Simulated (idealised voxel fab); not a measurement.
process module | voxel fin reveal
cross-section cut | 210 nm wide | cells 5 nm
A cross-section is a grid of square cells, given in bands from the top down. A band is one or more rows of cells.
Each band's line starts with the height of the band's top and of its bottom, in nm. Then come its materials from left to right, each with its width in nm. One material with "throughout" fills the band from edge to edge. "air" is empty space.
Height 0 is the level under which the wafer as received is all one material. The lowest band goes on downwards, as in "0 down".
A width such as "30 to 40" changes by the same amount from each row of cells to the next, from the band's top row to its bottom row.
"no change" after a step means that no cell of the cross-section changed.
closed voids: empty space of 8 cells or more with no open way to the top, each as width x height at its distance from the left edge, in nm
after a step's settings: what the simulator itself notes on the step
overlay nm, on a step with a mask: how far to the right of its planned place the mask lay; to the left if negative
plan
1 op RECEIVE | material Si
2 op CONFORMAL_DEP | material SiN | thk nm 10
3 op MASKED_ETCH | tone cover | mask id FINS | width nm 15 | pitch nm 40 | etch materials SiN | depth nm 10 | overlay nm 0
4 op MASKED_ETCH | tone cover | mask id FINS | width nm 15 | pitch nm 40 | etch materials Si | depth nm 40 | overlay nm 0
5 op FILL_DEP | material SiO2 | thk nm 10
6 op CMP | height nm 10
7 op SELECTIVE_ETCH | etch materials SiO2 | depth nm 35
8 op STRIP | etch materials SiN
first wafer, as planned
as received, after step 1
  0 down: Si throughout
  closed voids: none
after step 2
  10 to 0: SiN throughout
  below 0: unchanged
after step 3
  10 to 0: air 75 | SiN 15 | air 25 | SiN 15 | air 80
  below 0: unchanged
after step 4
  10 to 0: air 75 | SiN 15 | air 25 | SiN 15 | air 80
  0 to -40: air 75 | Si 15 | air 25 | Si 15 | air 80
  below -40: unchanged
after step 5
  20 to 10: SiO2 throughout
  10 to 0: SiO2 75 | SiN 15 | SiO2 25 | SiN 15 | SiO2 80
  0 to -40: SiO2 75 | Si 15 | SiO2 25 | Si 15 | SiO2 80
  below -40: unchanged
after step 6
  10 to 0: SiO2 75 | SiN 15 | SiO2 25 | SiN 15 | SiO2 80
  below 0: unchanged
after step 7
  10 to 0: air 75 | SiN 15 | air 25 | SiN 15 | air 80
  0 to -25: air 75 | Si 15 | air 25 | Si 15 | air 80
  below -25: unchanged
after step 8
  0 to -25: air 75 | Si 15 | air 25 | Si 15 | air 80
  below -25: unchanged
second wafer: like start, like plan, one mistake. Through step 7 it matches the first wafer
when step 8 should have ended
  10 to 0: air 75 | SiN 15 | air 25 | SiN 15 | air 80
  0 to -40: air 75 | Si 15 | air 25 | Si 15 | air 80
  below -40: unchanged
what went wrong: step 8 ran as: op STRIP | etch materials SiO2
at the end the second wafer has, in cells: 12 more of SiN | 108 fewer of SiO2
